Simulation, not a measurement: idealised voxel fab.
Herein follows the process module entitled voxel ribs on slabs.
Section shown: cut. Width: 165 nm. Cell size: 5 nm, square.
Cross-section spec: square-cell grid; bands listed top down; each band is one or more rows. Look at the band entry: it leads with the top's height and the bottom's height in nm. Then it lists the materials left to right, with a width in nm for each. The word "throughout" on a single material says that material fills the band edge to edge. The word "blank" is empty space. All heights in this document are referenced to 0, defined as the level beneath which the wafer, as received, consists entirely of one material. The lowest band is not bounded below; it extends indefinitely downward and is written in the form "0 down". A width given as "30->40" starts at the first number in the band's top row and ends at the second number in its bottom row, shifting by an equal amount at every step from row to row. It should be understood that the words "nothing altered", when stated for a given step, signify that the cross-section underwent no change in any of its cells during that step. Empty spaces without an open route to the top, at least 8 cells in extent, make up the entry "Closed void roster"; each is given as width x height at distance, where the distance is measured from the left edge, and all are in nm. Anything after a step's settings on that line? It's the simulator's own note about the step. The optional step-line setting "overlay nm" applies to steps with a mask and quantifies how far to the right of its planned location the mask lay, a negative value indicating leftward placement.

PLANNED STEP LIST FOR THE PROCESS
1: RECEIVE,material Si
2: DIRECTIONAL_DEP,material SiO2,thk nm 30
3: DIRECTIONAL_DEP,material polySi,thk nm 20
4: MASKED_ETCH,tone cover,mask id RIB,width nm 30,etch materials polySi,depth nm 15,overlay nm 0
5: MASKED_ETCH,tone cover,mask id SLAB,width nm 70,etch materials polySi,depth nm 5,overlay nm 0
6: FILL_DEP,material SiO2,thk nm 20
7: CMP,height nm 60
8: DIRECTIONAL_DEP,material W,thk nm 5
9: PATTERN,tone cover,mask id HEATER,material resist,width nm 40,thk nm 20,overlay nm 0
10: DIRECTIONAL_ETCH,etch materials W,depth nm 5
11: STRIP,etch materials resist
12: CONFORMAL_DEP,material SiO2,thk nm 5

CROSS-SECTION OF THE WAFER AS IT CAME TO US, I.E., ALREADY THROUGH STEP 1
	0 down = Si throughout
	Closed void roster: none

CROSS-SECTION: FIRST OF TWO WAFERS, MODULE FINISHED, RUN ACCORDING TO PLAN
	70 to 65 = blank (55)  SiO2 (50)  blank (60)
	65 to 60 = SiO2 (60)  W (40)  SiO2 (65)
	60 to 50 = SiO2 throughout
	50 to 35 = SiO2 (65)  polySi (30)  SiO2 (70)
	35 to 30 = SiO2 (45)  polySi (70)  SiO2 (50)
	30 to 0 = SiO2 throughout
	0 down = Si throughout
	Closed void roster: none

WAFER TWO, END OF MODULE, CROSS-SECTION. SAME START, SAME PLAN AS WAFER ONE. ONE MISTAKE IN THE RUN
	70 to 65 = blank (55)  W (50)  blank (60)
	65 to 60 = W throughout
	60 to 50 = SiO2 throughout
	50 to 35 = SiO2 (65)  polySi (30)  SiO2 (70)
	35 to 30 = SiO2 (45)  polySi (70)  SiO2 (50)
	30 to 0 = SiO2 throughout
	0 down = Si throughout
	Closed void roster: none
The plan and the run diverged here: the process deviated at step 12: the operation and settings actually run there were CONFORMAL_DEP,material W,thk nm 5
Final wafer comparison in cells, second versus first, more or fewer per material: -35 SiO2; +35 W
